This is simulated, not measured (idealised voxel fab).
Process module heading - voxel capacitor over wiring
Section shown: cut. Width: 230 nm. Cell size: 5 nm, square.
Reading order for cross-sections: top band down to bottom band. Underlying form: a grid of square cells. Band size: one or more rows of cells. Read a band's entry like this: the first values are the height of its top and the height of its bottom in nm, and what follows is the sequence of materials from left to right, each with its width in nm. Note that "air" is empty space, and that a single material marked "all across" reaches across the band from edge to edge. Height reference: 0 = level under which incoming wafer is all one material. Lowest band: no bottom, runs on downward, e.g. "0 down". Graded width ("30..40"): value in top row of band = first number; value in bottom row = second number; row-to-row change constant. "stayed the same" -> step changed no cross-section cell. "Closed voids list" enumerates empty spaces isolated from the top, with no open way to it, that contain at least 8 cells, giving each as width x height at distance from the left edge, all three in nm. Text after the settings on a step's line: the simulator's own remark on that step. "overlay nm" denotes, for a step that has a mask, the displacement of the mask to the right of its planned place, with negative values corresponding to the left.
List of planned process steps:
1. RECEIVE: material Si
2. CONFORMAL_DEP: material SiO2, thk nm 15
3. CONFORMAL_DEP: material SiCN, thk nm 5
4. DIRECTIONAL_DEP: material lowk, thk nm 15
5. PATTERN: tone open, mask id METAL_1, material resist, width nm 25, pitch nm 75, thk nm 15, overlay nm 0
6. DIRECTIONAL_ETCH: etch materials lowk, depth nm 15
7. DIRECTIONAL_ETCH: etch materials SiCN, depth nm 5
8. STRIP: etch materials resist
9. CONFORMAL_DEP: material TiN, thk nm 5
10. FILL_DEP: material Ru, thk nm 5
11. CMP: height nm 35
12. EPI: material Ru, thk nm 5
13. FILL_DEP: material SiCN, thk nm 5
14. DIRECTIONAL_DEP: material SiO2, thk nm 20
15. DIRECTIONAL_DEP: material aC, thk nm 10
16. PATTERN: tone open, mask id PLUG_1, material resist, width nm 15, thk nm 30, overlay nm 0
17. DIRECTIONAL_ETCH: etch materials aC, depth nm 10
18. STRIP: etch materials resist
19. DIRECTIONAL_ETCH: etch materials SiO2, depth nm 20
20. DIRECTIONAL_ETCH: etch materials SiCN, depth nm 5
21. STRIP: etch materials aC
22. CONFORMAL_DEP: material TiN, thk nm 5
23. FILL_DEP: material W, thk nm 10
24. CMP: height nm 65
25. DIRECTIONAL_DEP: material TiN, thk nm 5
26. DIRECTIONAL_DEP: material HfO2, thk nm 5
27. DIRECTIONAL_DEP: material TiN, thk nm 5
28. MASKED_ETCH: tone cover, mask id UPPER_PLATE, width nm 55, etch materials TiN, depth nm 5, overlay nm 0
29. MASKED_ETCH: tone cover, mask id UPPER_PLATE, width nm 55, etch materials HfO2, depth nm 5, overlay nm 0
30. MASKED_ETCH: tone cover, mask id LOWER_PLATE, width nm 65, etch materials TiN, depth nm 5, overlay nm 0
31. FILL_DEP: material SiO2, thk nm 15
32. CMP: height nm 90
33. MASKED_ETCH: tone open, mask id PLUG_2, width nm 15, etch materials SiO2, depth nm 10, overlay nm 0
34. CONFORMAL_DEP: material TiN, thk nm 5
35. FILL_DEP: material Cu, thk nm 5
36. CMP: height nm 90
37. CONFORMAL_DEP: material SiN, thk nm 5
Incoming wafer in cross-section (state: after step 1):
	0 down: Si all across
	Closed voids list: none
This is how the wafer looks in cross-section once the module is done, given the starting state and plan above and one mistake in carrying the plan out:
	95 to 90: SiN all across
	90 to 85: 85 of SiO2; 5 of TiN; 5 of Cu; 5 of TiN; 130 of SiO2
	85 to 75: 85..75 of SiO2; 15..55 of TiN; 130..100 of SiO2
	75 to 70: 75 of SiO2; 55 of HfO2; 100 of SiO2
	70 to 65: 70 of SiO2; 65 of TiN; 95 of SiO2
	65 to 45: 70 of W; 5 of TiN; 15 of SiO2; 5 of TiN; 135 of W
	45 to 40: 75 of TiN; 15 of SiCN; 140 of TiN
	40 to 35: 60 of SiCN; 35 of Ru; 40 of SiCN; 35 of Ru; 60 of SiCN
	35 to 20: 65 of lowk; 5 of TiN; 15 of Ru; 5 of TiN; 50 of lowk; 5 of TiN; 15 of Ru; 5 of TiN; 65 of lowk
	20 to 15: 65 of SiCN; 25 of TiN; 50 of SiCN; 25 of TiN; 65 of SiCN
	15 to 0: SiO2 all across
	0 down: Si all across
	Closed voids list: none
what went wrong: so step 16 ended up running with a different setting than we planned, it ran as PATTERN: tone cover, mask id PLUG_1, material resist, width nm 15, thk nm 30, overlay nm 0
